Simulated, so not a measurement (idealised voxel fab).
process module | voxel self aligned vias
cross-section cut | 190 nm wide | cells 5 nm
A cross-section is a grid of square cells, given in bands from the top down. A band is one or more rows of cells.
Each band's line starts with the height of the band's top and of its bottom, in nm. Then come its materials from left to right, each with its width in nm. One material with "throughout" fills the band from edge to edge. "air" is empty space.
Height 0 is the level under which the wafer as received is all one material. The lowest band goes on downwards, as in "0 down".
A width such as "30 to 40" changes by the same amount from each row of cells to the next, from the band's top row to its bottom row.
"no change" after a step means that no cell of the cross-section changed.
closed voids: empty space of 8 cells or more with no open way to the top, each as width x height at its distance from the left edge, in nm
after a step's settings: what the simulator itself notes on the step
overlay nm, on a step with a mask: how far to the right of its planned place the mask lay; to the left if negative
plan
1 op RECEIVE | material Si
2 op CONFORMAL_DEP | material SiO2 | thk nm 15
3 op CONFORMAL_DEP | material SiCN | thk nm 5
4 op DIRECTIONAL_DEP | material SiO2 | thk nm 30
5 op DIRECTIONAL_DEP | material aC | thk nm 10
6 op PATTERN | tone open | mask id LINES | material resist | width nm 25 | pitch nm 75 | thk nm 30 | overlay nm 0
7 op DIRECTIONAL_ETCH | etch materials aC | depth nm 10
8 op STRIP | etch materials resist
9 op DIRECTIONAL_ETCH | etch materials SiO2 | depth nm 30
10 op STRIP | etch materials aC
11 op CONFORMAL_DEP | material TiN | thk nm 5
12 op FILL_DEP | material W | thk nm 10
13 op CMP | height nm 50
14 op SELECTIVE_ETCH | etch materials W Ru TiN | depth nm 5
15 op FILL_DEP | material SiN | thk nm 5
16 op CMP | height nm 50
17 op DIRECTIONAL_DEP | material SiO2 | thk nm 20
18 op MASKED_ETCH | tone open | mask id VIAS | width nm 35 | pitch nm 75 | etch materials SiO2 | depth nm 20 | overlay nm 0
19 op MASKED_ETCH | tone open | mask id VIAS | width nm 45 | pitch nm 75 | etch materials SiN | depth nm 5 | overlay nm 0
20 op CONFORMAL_DEP | material TiN | thk nm 5
21 op FILL_DEP | material W | thk nm 5
22 op CMP | height nm 70
23 op CONFORMAL_DEP | material SiCN | thk nm 5
varied across the wafers: width nm of step 18. The plan shows the first wafer's value. All wafers start alike
first wafer as received, after step 1
  0 down: Si throughout
  closed voids: none
first wafer at the end, after step 23
  75 to 70: SiCN throughout
  70 to 55: SiO2 40 | TiN 5 | W 25 | TiN 5 | SiO2 40 | TiN 5 | W 25 | TiN 5 | SiO2 40
  55 to 50: SiO2 40 | TiN 10 | W 15 | TiN 10 | SiO2 40 | TiN 10 | W 15 | TiN 10 | SiO2 40
  50 to 45: SiO2 45 | TiN 25 | SiO2 50 | TiN 25 | SiO2 45
  45 to 25: SiO2 45 | TiN 5 | W 15 | TiN 5 | SiO2 50 | TiN 5 | W 15 | TiN 5 | SiO2 45
  25 to 20: SiO2 45 | TiN 25 | SiO2 50 | TiN 25 | SiO2 45
  20 to 15: SiCN throughout
  15 to 0: SiO2 throughout
  0 down: Si throughout
  closed voids: none
last wafer at the end
  75 to 70: SiCN throughout
  70 to 55: SiO2 30 | TiN 5 | W 50 | TiN 5 | SiO2 15 | TiN 5 | W 50 | TiN 5 | SiO2 25
  55 to 50: SiO2 30 | TiN 20 | W 15 | TiN 25 | SiO2 15 | TiN 20 | W 15 | TiN 25 | SiO2 25
  50 to 45: SiO2 45 | TiN 25 | SiO2 50 | TiN 25 | SiO2 45
  45 to 25: SiO2 45 | TiN 5 | W 15 | TiN 5 | SiO2 50 | TiN 5 | W 15 | TiN 5 | SiO2 45
  25 to 20: SiO2 45 | TiN 25 | SiO2 50 | TiN 25 | SiO2 45
  20 to 15: SiCN throughout
  15 to 0: SiO2 throughout
  0 down: Si throughout
  closed voids: none
each wafer at the end: cells of each material gained (+) or lost (-) since it was received, then its closed voids
width nm 35 | +76 SiCN | +378 SiO2 | +56 TiN | +60 W | closed voids: none
width nm 40 | +76 SiCN | +370 SiO2 | +58 TiN | +66 W | closed voids: none
width nm 45 | +76 SiCN | +362 SiO2 | +60 TiN | +72 W | closed voids: none
width nm 50 | +76 SiCN | +354 SiO2 | +62 TiN | +78 W | closed voids: none
width nm 55 | +76 SiCN | +346 SiO2 | +64 TiN | +84 W | closed voids: none
width nm 60 | +76 SiCN | +338 SiO2 | +66 TiN | +90 W | closed voids: none
